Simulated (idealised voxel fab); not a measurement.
Presented below is a process module, voxel transistor to metal.
Section cut is 150 nm wide and gridded with 5 nm square cells.
Format of a cross-section: grid, square cells. Given as bands. Order: top down. Band: one or more rows of cells. This entry defines a band. It first specifies the height of the band's top and the height of its bottom in nm, and then specifies the band's materials from left to right, stating each material with its width in nm. The word "edge to edge" identifies a single material that fills the band from edge to edge, while the word "air" identifies empty space. All heights in this document are referenced to 0, defined as the level beneath which the wafer, as received, consists entirely of one material. The lowest band is not bounded below; it extends indefinitely downward and is written in the form "0..down". Top row gets the first number, bottom row gets the second, and each row in between changes by the same step: that is how a band width like "30->40" works. A step reported as "changes: none" is a step in which no cell of the cross-section changed. The label "Closed void table" introduces a list of the empty spaces, 8 cells or larger, that have no open way up to the top; each entry in it reads width x height at distance, where the distance is taken from the left edge and all three are stated in nm. Whatever follows a step's settings on its line is a remark the simulator itself makes about that step. Among the settings permitted on a step's line is "overlay nm"; applied to a step with a mask, it specifies the extent to which the mask lay to the right of its planned position, whereas a negative figure signifies a position to the left.

## Set out below are the planned steps of the process
step 1: RECEIVE [material Si]
step 2: OXIDIZE [depth nm 5]
step 3: CONFORMAL_DEP [material SiN] [thk nm 10]
step 4: PATTERN [tone cover] [mask id ACTIVE] [material resist] [width nm 95] [thk nm 20] [overlay nm 0]
step 5: DIRECTIONAL_ETCH [etch materials SiN] [depth nm 10]
step 6: DIRECTIONAL_ETCH [etch materials SiO2] [depth nm 5]
step 7: DIRECTIONAL_ETCH [etch materials Si] [depth nm 35]
step 8: STRIP [etch materials resist]
step 9: FILL_DEP [material SiO2] [thk nm 5]
step 10: CMP [height nm 10]
step 11: SELECTIVE_ETCH [etch materials SiO2] [depth nm 10]
step 12: STRIP [etch materials SiN]
step 13: SELECTIVE_ETCH [etch materials SiO2] [depth nm 5]
step 14: OXIDIZE [depth nm 5]
step 15: DIRECTIONAL_DEP [material polySi] [thk nm 30]
step 16: DIRECTIONAL_DEP [material SiCN] [thk nm 10]
step 17: MASKED_ETCH [tone cover] [mask id GATE] [width nm 25] [etch materials SiCN] [depth nm 20] [overlay nm 0]
step 18: MASKED_ETCH [tone cover] [mask id GATE] [width nm 25] [etch materials polySi] [depth nm 40] [overlay nm 0]
step 19: CONFORMAL_DEP [material SiO2] [thk nm 5]
step 20: DIRECTIONAL_ETCH [etch materials SiO2] [depth nm 5]
step 21: CONFORMAL_DEP [material SiN] [thk nm 5]
step 22: DIRECTIONAL_ETCH [etch materials SiN] [depth nm 5]
step 23: DIRECTIONAL_ETCH [etch materials SiO2] [depth nm 5]
step 24: DIRECTIONAL_ETCH [etch materials Si] [depth nm 5]
step 25: EPI [material SiGe] [thk nm 10]
step 26: FILL_DEP [material SiO2] [thk nm 10]
step 27: CMP [height nm 25]
step 28: STRIP [etch materials polySi]
step 29: SELECTIVE_ETCH [etch materials SiO2] [depth nm 5]
step 30: CONFORMAL_DEP [material HfO2] [thk nm 5]
step 31: CONFORMAL_DEP [material TiN] [thk nm 5]
step 32: FILL_DEP [material W] [thk nm 10]
step 33: CMP [height nm 20]
step 34: DIRECTIONAL_DEP [material SiO2] [thk nm 15]
step 35: MASKED_ETCH [tone open] [mask id CONTACT] [width nm 15] [pitch nm 70] [etch materials SiO2] [depth nm 40] [overlay nm 0]
step 36: CONFORMAL_DEP [material TiN] [thk nm 5]
step 37: FILL_DEP [material Ru] [thk nm 10]
step 38: CMP [height nm 35]
step 39: CONFORMAL_DEP [material SiCN] [thk nm 5]
step 40: DIRECTIONAL_DEP [material SiO2] [thk nm 20]
step 41: PATTERN [tone open] [mask id METAL_1] [material resist] [width nm 15] [pitch nm 70] [thk nm 15] [overlay nm 0]
step 42: DIRECTIONAL_ETCH [etch materials SiO2] [depth nm 20]
step 43: DIRECTIONAL_ETCH [etch materials SiCN] [depth nm 5]
step 44: STRIP [etch materials resist]
step 45: CONFORMAL_DEP [material TiN] [thk nm 5]
step 46: FILL_DEP [material Cu] [thk nm 10]
step 47: CMP [height nm 60]
step 48: CONFORMAL_DEP [material SiN] [thk nm 5]

## The first of the two wafers, which ran as planned

## Step 1 complete: cross-section of the wafer as received
- 0..down | Si edge to edge
- Closed void table: none

## Take a look at the wafer's cross-section after step 2
- 0..-5 | SiO2 edge to edge
- Unchanged below -5.

## Take a look at the wafer's cross-section after step 3
- 10..0 | SiN edge to edge
- Unchanged below 0.

## Take a look at the wafer's cross-section after step 4
- 30..10 | 25 of air / 95 of resist / 30 of air
- Unchanged below 10.

## Take a look at the wafer's cross-section after step 5
- 30..10 | 25 of air / 95 of resist / 30 of air
- 10..0 | 25 of air / 95 of SiN / 30 of air
- Unchanged below 0.

## Take a look at the wafer's cross-section after step 6
- 30..10 | 25 of air / 95 of resist / 30 of air
- 10..0 | 25 of air / 95 of SiN / 30 of air
- 0..-5 | 25 of air / 95 of SiO2 / 30 of air
- Unchanged below -5.

## Take a look at the wafer's cross-section after step 7
- 30..10 | 25 of air / 95 of resist / 30 of air
- 10..0 | 25 of air / 95 of SiN / 30 of air
- 0..-5 | 25 of air / 95 of SiO2 / 30 of air
- -5..-40 | 25 of air / 95 of Si / 30 of air
- Unchanged below -40.

## Take a look at the wafer's cross-section after step 8
- 10..0 | 25 of air / 95 of SiN / 30 of air
- Unchanged below 0.

## Take a look at the wafer's cross-section after step 9
- 15..10 | SiO2 edge to edge
- 10..0 | 25 of SiO2 / 95 of SiN / 30 of SiO2
- 0..-5 | SiO2 edge to edge
- -5..-40 | 25 of SiO2 / 95 of Si / 30 of SiO2
- Unchanged below -40.

## Take a look at the wafer's cross-section after step 10
- 10..0 | 25 of SiO2 / 95 of SiN / 30 of SiO2
- Unchanged below 0.

## Take a look at the wafer's cross-section after step 11
- 10..0 | 25 of air / 95 of SiN / 30 of air
- Unchanged below 0.

## Take a look at the wafer's cross-section after step 12
- 0..-5 | SiO2 edge to edge
- Unchanged below -5.

## Take a look at the wafer's cross-section after step 13
- -5..-40 | 25 of SiO2 / 95 of Si / 30 of SiO2
- Unchanged below -40.

## Take a look at the wafer's cross-section after step 14
- -5..-10 | SiO2 edge to edge
- Unchanged below -10.

## Take a look at the wafer's cross-section after step 15
- 25..-5 | polySi edge to edge
- Unchanged below -5.

## Take a look at the wafer's cross-section after step 16
- 35..25 | SiCN edge to edge
- Unchanged below 25.

## Take a look at the wafer's cross-section after step 17
- 35..25 | 60 of air / 25 of SiCN / 65 of air
- Unchanged below 25.

## Take a look at the wafer's cross-section after step 18
- 35..25 | 60 of air / 25 of SiCN / 65 of air
- 25..-5 | 60 of air / 25 of polySi / 65 of air
- Unchanged below -5.

## Take a look at the wafer's cross-section after step 19
- 40..35 | 55 of air / 35 of SiO2 / 60 of air
- 35..25 | 55 of air / 5 of SiO2 / 25 of SiCN / 5 of SiO2 / 60 of air
- 25..0 | 55 of air / 5 of SiO2 / 25 of polySi / 5 of SiO2 / 60 of air
- 0..-5 | 60 of SiO2 / 25 of polySi / 65 of SiO2
- Unchanged below -5.

## Take a look at the wafer's cross-section after step 20
- 35..25 | 55 of air / 5 of SiO2 / 25 of SiCN / 5 of SiO2 / 60 of air
- 25..-5 | 55 of air / 5 of SiO2 / 25 of polySi / 5 of SiO2 / 60 of air
- Unchanged below -5.

## Take a look at the wafer's cross-section after step 21
- 40..35 | 50 of air / 45 of SiN / 55 of air
- 35..25 | 50 of air / 5 of SiN / 5 of SiO2 / 25 of SiCN / 5 of SiO2 / 5 of SiN / 55 of air
- 25..0 | 50 of air / 5 of SiN / 5 of SiO2 / 25 of polySi / 5 of SiO2 / 5 of SiN / 55 of air
- 0..-5 | 55 of SiN / 5 of SiO2 / 25 of polySi / 5 of SiO2 / 60 of SiN
- Unchanged below -5.

## Take a look at the wafer's cross-section after step 22
- 35..25 | 50 of air / 5 of SiN / 5 of SiO2 / 25 of SiCN / 5 of SiO2 / 5 of SiN / 55 of air
- 25..-5 | 50 of air / 5 of SiN / 5 of SiO2 / 25 of polySi / 5 of SiO2 / 5 of SiN / 55 of air
- Unchanged below -5.

## Take a look at the wafer's cross-section after step 23
- 35..30 | 50 of air / 5 of SiN / 5 of air / 25 of SiCN / 5 of air / 5 of SiN / 55 of air
- 30..25 | 50 of air / 5 of SiN / 5 of SiO2 / 25 of SiCN / 5 of SiO2 / 5 of SiN / 55 of air
- 25..-5 | 50 of air / 5 of SiN / 5 of SiO2 / 25 of polySi / 5 of SiO2 / 5 of SiN / 55 of air
- -5..-10 | 50 of air / 45 of SiO2 / 55 of air
- Unchanged below -10.

## Take a look at the wafer's cross-section after step 24
- 35..30 | 50 of air / 5 of SiN / 5 of air / 25 of SiCN / 5 of air / 5 of SiN / 55 of air
- 30..25 | 50 of air / 5 of SiN / 5 of SiO2 / 25 of SiCN / 5 of SiO2 / 5 of SiN / 55 of air
- 25..-5 | 50 of air / 5 of SiN / 5 of SiO2 / 25 of polySi / 5 of SiO2 / 5 of SiN / 55 of air
- -5..-10 | 50 of air / 45 of SiO2 / 55 of air
- -10..-15 | 25 of SiO2 / 25 of air / 45 of Si / 25 of air / 30 of SiO2
- Unchanged below -15.

## Take a look at the wafer's cross-section after step 25
- 35..30 | 50 of air / 5 of SiN / 5 of air / 25 of SiCN / 5 of air / 5 of SiN / 55 of air
- 30..25 | 50 of air / 5 of SiN / 5 of SiO2 / 25 of SiCN / 5 of SiO2 / 5 of SiN / 55 of air
- 25..0 | 50 of air / 5 of SiN / 5 of SiO2 / 25 of polySi / 5 of SiO2 / 5 of SiN / 55 of air
- 0..-5 | 40 of air / 10 of SiGe / 5 of SiN / 5 of SiO2 / 25 of polySi / 5 of SiO2 / 5 of SiN / 10 of SiGe / 45 of air
- -5..-10 | 20 of air / 30 of SiGe / 45 of SiO2 / 30 of SiGe / 25 of air
- -10..-15 | 25 of SiO2 / 25 of SiGe / 45 of Si / 25 of SiGe / 30 of SiO2
- Unchanged below -15.

## Take a look at the wafer's cross-section after step 26
- 45..35 | SiO2 edge to edge
- 35..25 | 50 of SiO2 / 5 of SiN / 5 of SiO2 / 25 of SiCN / 5 of SiO2 / 5 of SiN / 55 of SiO2
- 25..0 | 50 of SiO2 / 5 of SiN / 5 of SiO2 / 25 of polySi / 5 of SiO2 / 5 of SiN / 55 of SiO2
- 0..-5 | 40 of SiO2 / 10 of SiGe / 5 of SiN / 5 of SiO2 / 25 of polySi / 5 of SiO2 / 5 of SiN / 10 of SiGe / 45 of SiO2
- -5..-10 | 20 of SiO2 / 30 of SiGe / 45 of SiO2 / 30 of SiGe / 25 of SiO2
- Unchanged below -10.

## Take a look at the wafer's cross-section after step 27
- 25..0 | 50 of SiO2 / 5 of SiN / 5 of SiO2 / 25 of polySi / 5 of SiO2 / 5 of SiN / 55 of SiO2
- Unchanged below 0.

## Take a look at the wafer's cross-section after step 28
- 25..0 | 50 of SiO2 / 5 of SiN / 5 of SiO2 / 25 of air / 5 of SiO2 / 5 of SiN / 55 of SiO2
- 0..-5 | 40 of SiO2 / 10 of SiGe / 5 of SiN / 5 of SiO2 / 25 of air / 5 of SiO2 / 5 of SiN / 10 of SiGe / 45 of SiO2
- Unchanged below -5.

## Take a look at the wafer's cross-section after step 29
- 25..20 | 50 of air / 5 of SiN / 35 of air / 5 of SiN / 55 of air
- 20..0 | 50 of SiO2 / 5 of SiN / 35 of air / 5 of SiN / 55 of SiO2
- 0..-5 | 40 of SiO2 / 10 of SiGe / 5 of SiN / 35 of air / 5 of SiN / 10 of SiGe / 45 of SiO2
- -5..-10 | 20 of SiO2 / 30 of SiGe / 5 of SiO2 / 35 of air / 5 of SiO2 / 30 of SiGe / 25 of SiO2
- Unchanged below -10.

## Take a look at the wafer's cross-section after step 30
- 30..25 | 45 of air / 15 of HfO2 / 25 of air / 15 of HfO2 / 50 of air
- 25..20 | 50 of HfO2 / 5 of SiN / 5 of HfO2 / 25 of air / 5 of HfO2 / 5 of SiN / 55 of HfO2
- 20..0 | 50 of SiO2 / 5 of SiN / 5 of HfO2 / 25 of air / 5 of HfO2 / 5 of SiN / 55 of SiO2
- 0..-5 | 40 of SiO2 / 10 of SiGe / 5 of SiN / 5 of HfO2 / 25 of air / 5 of HfO2 / 5 of SiN / 10 of SiGe / 45 of SiO2
- -5..-10 | 20 of SiO2 / 30 of SiGe / 5 of SiO2 / 35 of HfO2 / 5 of SiO2 / 30 of SiGe / 25 of SiO2
- Unchanged below -10.

## Take a look at the wafer's cross-section after step 31
- 35..30 | 40 of air / 25 of TiN / 15 of air / 25 of TiN / 45 of air
- 30..25 | 45 of TiN / 15 of HfO2 / 5 of TiN / 15 of air / 5 of TiN / 15 of HfO2 / 50 of TiN
- 25..20 | 50 of HfO2 / 5 of SiN / 5 of HfO2 / 5 of TiN / 15 of air / 5 of TiN / 5 of HfO2 / 5 of SiN / 55 of HfO2
- 20..0 | 50 of SiO2 / 5 of SiN / 5 of HfO2 / 5 of TiN / 15 of air / 5 of TiN / 5 of HfO2 / 5 of SiN / 55 of SiO2
- 0..-5 | 40 of SiO2 / 10 of SiGe / 5 of SiN / 5 of HfO2 / 25 of TiN / 5 of HfO2 / 5 of SiN / 10 of SiGe / 45 of SiO2
- Unchanged below -5.

## Take a look at the wafer's cross-section after step 32
- 45..35 | W edge to edge
- 35..30 | 40 of W / 25 of TiN / 15 of W / 25 of TiN / 45 of W
- 30..25 | 45 of TiN / 15 of HfO2 / 5 of TiN / 15 of W / 5 of TiN / 15 of HfO2 / 50 of TiN
- 25..20 | 50 of HfO2 / 5 of SiN / 5 of HfO2 / 5 of TiN / 15 of W / 5 of TiN / 5 of HfO2 / 5 of SiN / 55 of HfO2
- 20..0 | 50 of SiO2 / 5 of SiN / 5 of HfO2 / 5 of TiN / 15 of W / 5 of TiN / 5 of HfO2 / 5 of SiN / 55 of SiO2
- Unchanged below 0.

## Take a look at the wafer's cross-section after step 33
- 20..0 | 50 of SiO2 / 5 of SiN / 5 of HfO2 / 5 of TiN / 15 of W / 5 of TiN / 5 of HfO2 / 5 of SiN / 55 of SiO2
- Unchanged below 0.

## Take a look at the wafer's cross-section after step 34
- 35..20 | SiO2 edge to edge
- Unchanged below 20.

## Take a look at the wafer's cross-section after step 35
- 35..20 | 30 of SiO2 / 15 of air / 55 of SiO2 / 15 of air / 35 of SiO2
- 20..0 | 30 of SiO2 / 15 of air / 5 of SiO2 / 5 of SiN / 5 of HfO2 / 5 of TiN / 15 of W / 5 of TiN / 5 of HfO2 / 5 of SiN / 5 of SiO2 / 15 of air / 35 of SiO2
- 0..-5 | 30 of SiO2 / 10 of air / 10 of SiGe / 5 of SiN / 5 of HfO2 / 25 of TiN / 5 of HfO2 / 5 of SiN / 10 of SiGe / 10 of air / 35 of SiO2
- Unchanged below -5.

## Take a look at the wafer's cross-section after step 36
- 40..35 | 35 of TiN / 5 of air / 65 of TiN / 5 of air / 40 of TiN
- 35..20 | 30 of SiO2 / 5 of TiN / 5 of air / 5 of TiN / 55 of SiO2 / 5 of TiN / 5 of air / 5 of TiN / 35 of SiO2
- 20..5 | 30 of SiO2 / 5 of TiN / 5 of air / 5 of TiN / 5 of SiO2 / 5 of SiN / 5 of HfO2 / 5 of TiN / 15 of W / 5 of TiN / 5 of HfO2 / 5 of SiN / 5 of SiO2 / 5 of TiN / 5 of air / 5 of TiN / 35 of SiO2
- 5..0 | 30 of SiO2 / 15 of TiN / 5 of SiO2 / 5 of SiN / 5 of HfO2 / 5 of TiN / 15 of W / 5 of TiN / 5 of HfO2 / 5 of SiN / 5 of SiO2 / 15 of TiN / 35 of SiO2
- 0..-5 | 30 of SiO2 / 10 of TiN / 10 of SiGe / 5 of SiN / 5 of HfO2 / 25 of TiN / 5 of HfO2 / 5 of SiN / 10 of SiGe / 10 of TiN / 35 of SiO2
- Unchanged below -5.

## Take a look at the wafer's cross-section after step 37
- 50..40 | Ru edge to edge
- 40..35 | 35 of TiN / 5 of Ru / 65 of TiN / 5 of Ru / 40 of TiN
- 35..20 | 30 of SiO2 / 5 of TiN / 5 of Ru / 5 of TiN / 55 of SiO2 / 5 of TiN / 5 of Ru / 5 of TiN / 35 of SiO2
- 20..5 | 30 of SiO2 / 5 of TiN / 5 of Ru / 5 of TiN / 5 of SiO2 / 5 of SiN / 5 of HfO2 / 5 of TiN / 15 of W / 5 of TiN / 5 of HfO2 / 5 of SiN / 5 of SiO2 / 5 of TiN / 5 of Ru / 5 of TiN / 35 of SiO2
- Unchanged below 5.

## Take a look at the wafer's cross-section after step 38
- 35..20 | 30 of SiO2 / 5 of TiN / 5 of Ru / 5 of TiN / 55 of SiO2 / 5 of TiN / 5 of Ru / 5 of TiN / 35 of SiO2
- Unchanged below 20.

## Take a look at the wafer's cross-section after step 39
- 40..35 | SiCN edge to edge
- Unchanged below 35.

## Take a look at the wafer's cross-section after step 40
- 60..40 | SiO2 edge to edge
- Unchanged below 40.

## Take a look at the wafer's cross-section after step 41
- 75..60 | 30 of resist / 15 of air / 55 of resist / 15 of air / 35 of resist
- Unchanged below 60.

## Take a look at the wafer's cross-section after step 42
- 75..60 | 30 of resist / 15 of air / 55 of resist / 15 of air / 35 of resist
- 60..40 | 30 of SiO2 / 15 of air / 55 of SiO2 / 15 of air / 35 of SiO2
- Unchanged below 40.

## Take a look at the wafer's cross-section after step 43
- 75..60 | 30 of resist / 15 of air / 55 of resist / 15 of air / 35 of resist
- 60..40 | 30 of SiO2 / 15 of air / 55 of SiO2 / 15 of air / 35 of SiO2
- 40..35 | 30 of SiCN / 15 of air / 55 of SiCN / 15 of air / 35 of SiCN
- Unchanged below 35.

## Take a look at the wafer's cross-section after step 44
- 60..40 | 30 of SiO2 / 15 of air / 55 of SiO2 / 15 of air / 35 of SiO2
- Unchanged below 40.

## Take a look at the wafer's cross-section after step 45
- 65..60 | 35 of TiN / 5 of air / 65 of TiN / 5 of air / 40 of TiN
- 60..40 | 30 of SiO2 / 5 of TiN / 5 of air / 5 of TiN / 55 of SiO2 / 5 of TiN / 5 of air / 5 of TiN / 35 of SiO2
- 40..35 | 30 of SiCN / 15 of TiN / 55 of SiCN / 15 of TiN / 35 of SiCN
- Unchanged below 35.

## Take a look at the wafer's cross-section after step 46
- 75..65 | Cu edge to edge
- 65..60 | 35 of TiN / 5 of Cu / 65 of TiN / 5 of Cu / 40 of TiN
- 60..40 | 30 of SiO2 / 5 of TiN / 5 of Cu / 5 of TiN / 55 of SiO2 / 5 of TiN / 5 of Cu / 5 of TiN / 35 of SiO2
- Unchanged below 40.

## Take a look at the wafer's cross-section after step 47
- 60..40 | 30 of SiO2 / 5 of TiN / 5 of Cu / 5 of TiN / 55 of SiO2 / 5 of TiN / 5 of Cu / 5 of TiN / 35 of SiO2
- Unchanged below 40.

## Take a look at the wafer's cross-section after step 48
- 65..60 | SiN edge to edge
- Unchanged below 60.

## What follows concerns the second wafer, which started out like the first and was meant to follow the very same plan; one mistake crept in when it was run, but everything up to and including step 34 is the same as for the first wafer

## Cross-section of the second wafer at the time by which step 35 should have been completed according to the plan
- 35..20 | 30 of air / 15 of SiO2 / 55 of air / 15 of SiO2 / 35 of air
- 20..0 | 30 of air / 15 of SiO2 / 5 of air / 5 of SiN / 5 of HfO2 / 5 of TiN / 15 of W / 5 of TiN / 5 of HfO2 / 5 of SiN / 5 of air / 15 of SiO2 / 35 of air
- 0..-5 | 30 of air / 10 of SiO2 / 10 of SiGe / 5 of SiN / 5 of HfO2 / 25 of TiN / 5 of HfO2 / 5 of SiN / 10 of SiGe / 10 of SiO2 / 35 of air
- Unchanged below -5.

## Cross-section of the second wafer at the time by which step 36 should have been completed according to the plan
- 40..35 | 25 of air / 25 of TiN / 45 of air / 25 of TiN / 30 of air
- 35..25 | 25 of air / 5 of TiN / 15 of SiO2 / 5 of TiN / 45 of air / 5 of TiN / 15 of SiO2 / 5 of TiN / 30 of air
- 25..20 | 25 of air / 5 of TiN / 15 of SiO2 / 55 of TiN / 15 of SiO2 / 5 of TiN / 30 of air
- 20..0 | 25 of air / 5 of TiN / 15 of SiO2 / 5 of TiN / 5 of SiN / 5 of HfO2 / 5 of TiN / 15 of W / 5 of TiN / 5 of HfO2 / 5 of SiN / 5 of TiN / 15 of SiO2 / 5 of TiN / 30 of air
- 0..-5 | 30 of TiN / 10 of SiO2 / 10 of SiGe / 5 of SiN / 5 of HfO2 / 25 of TiN / 5 of HfO2 / 5 of SiN / 10 of SiGe / 10 of SiO2 / 35 of TiN
- Unchanged below -5.

## Cross-section of the second wafer at the time by which step 37 should have been completed according to the plan
- 50..40 | Ru edge to edge
- 40..35 | 25 of Ru / 25 of TiN / 45 of Ru / 25 of TiN / 30 of Ru
- 35..25 | 25 of Ru / 5 of TiN / 15 of SiO2 / 5 of TiN / 45 of Ru / 5 of TiN / 15 of SiO2 / 5 of TiN / 30 of Ru
- 25..20 | 25 of Ru / 5 of TiN / 15 of SiO2 / 55 of TiN / 15 of SiO2 / 5 of TiN / 30 of Ru
- 20..0 | 25 of Ru / 5 of TiN / 15 of SiO2 / 5 of TiN / 5 of SiN / 5 of HfO2 / 5 of TiN / 15 of W / 5 of TiN / 5 of HfO2 / 5 of SiN / 5 of TiN / 15 of SiO2 / 5 of TiN / 30 of Ru
- Unchanged below 0.

## Cross-section of the second wafer at the time by which step 38 should have been completed according to the plan
- 35..25 | 25 of Ru / 5 of TiN / 15 of SiO2 / 5 of TiN / 45 of Ru / 5 of TiN / 15 of SiO2 / 5 of TiN / 30 of Ru
- Unchanged below 25.

## Cross-section of the second wafer at the time by which step 39 should have been completed according to the plan
- 40..35 | SiCN edge to edge
- Unchanged below 35.

## Cross-section of the second wafer at the time by which step 40 should have been completed according to the plan
- 60..40 | SiO2 edge to edge
- Unchanged below 40.

## Cross-section of the second wafer at the time by which step 41 should have been completed according to the plan
- 75..60 | 30 of resist / 15 of air / 55 of resist / 15 of air / 35 of resist
- Unchanged below 60.

## Cross-section of the second wafer at the time by which step 42 should have been completed according to the plan
- 75..60 | 30 of resist / 15 of air / 55 of resist / 15 of air / 35 of resist
- 60..40 | 30 of SiO2 / 15 of air / 55 of SiO2 / 15 of air / 35 of SiO2
- Unchanged below 40.

## Cross-section of the second wafer at the time by which step 43 should have been completed according to the plan
- 75..60 | 30 of resist / 15 of air / 55 of resist / 15 of air / 35 of resist
- 60..40 | 30 of SiO2 / 15 of air / 55 of SiO2 / 15 of air / 35 of SiO2
- 40..35 | 30 of SiCN / 15 of air / 55 of SiCN / 15 of air / 35 of SiCN
- Unchanged below 35.

## Cross-section of the second wafer at the time by which step 44 should have been completed according to the plan
- 60..40 | 30 of SiO2 / 15 of air / 55 of SiO2 / 15 of air / 35 of SiO2
- Unchanged below 40.

## Cross-section of the second wafer at the time by which step 45 should have been completed according to the plan
- 65..60 | 35 of TiN / 5 of air / 65 of TiN / 5 of air / 40 of TiN
- 60..40 | 30 of SiO2 / 5 of TiN / 5 of air / 5 of TiN / 55 of SiO2 / 5 of TiN / 5 of air / 5 of TiN / 35 of SiO2
- 40..35 | 30 of SiCN / 15 of TiN / 55 of SiCN / 15 of TiN / 35 of SiCN
- Unchanged below 35.

## Cross-section of the second wafer at the time by which step 46 should have been completed according to the plan
- 75..65 | Cu edge to edge
- 65..60 | 35 of TiN / 5 of Cu / 65 of TiN / 5 of Cu / 40 of TiN
- 60..40 | 30 of SiO2 / 5 of TiN / 5 of Cu / 5 of TiN / 55 of SiO2 / 5 of TiN / 5 of Cu / 5 of TiN / 35 of SiO2
- Unchanged below 40.

## Cross-section of the second wafer at the time by which step 47 should have been completed according to the plan
- 60..40 | 30 of SiO2 / 5 of TiN / 5 of Cu / 5 of TiN / 55 of SiO2 / 5 of TiN / 5 of Cu / 5 of TiN / 35 of SiO2
- Unchanged below 40.

## Cross-section of the second wafer at the time by which step 48 should have been completed according to the plan
- 65..60 | SiN edge to edge
- Unchanged below 60.
Deviation noted in wafer processing: step 35 was processed under conditions differing from the plan, specifically as MASKED_ETCH [tone cover] [mask id CONTACT] [width nm 15] [pitch nm 70] [etch materials SiO2] [depth nm 40] [overlay nm 0]
Final comparison by cell count, materials where the second wafer has more or fewer than the first: Ru +83; SiO2 -99; TiN +16
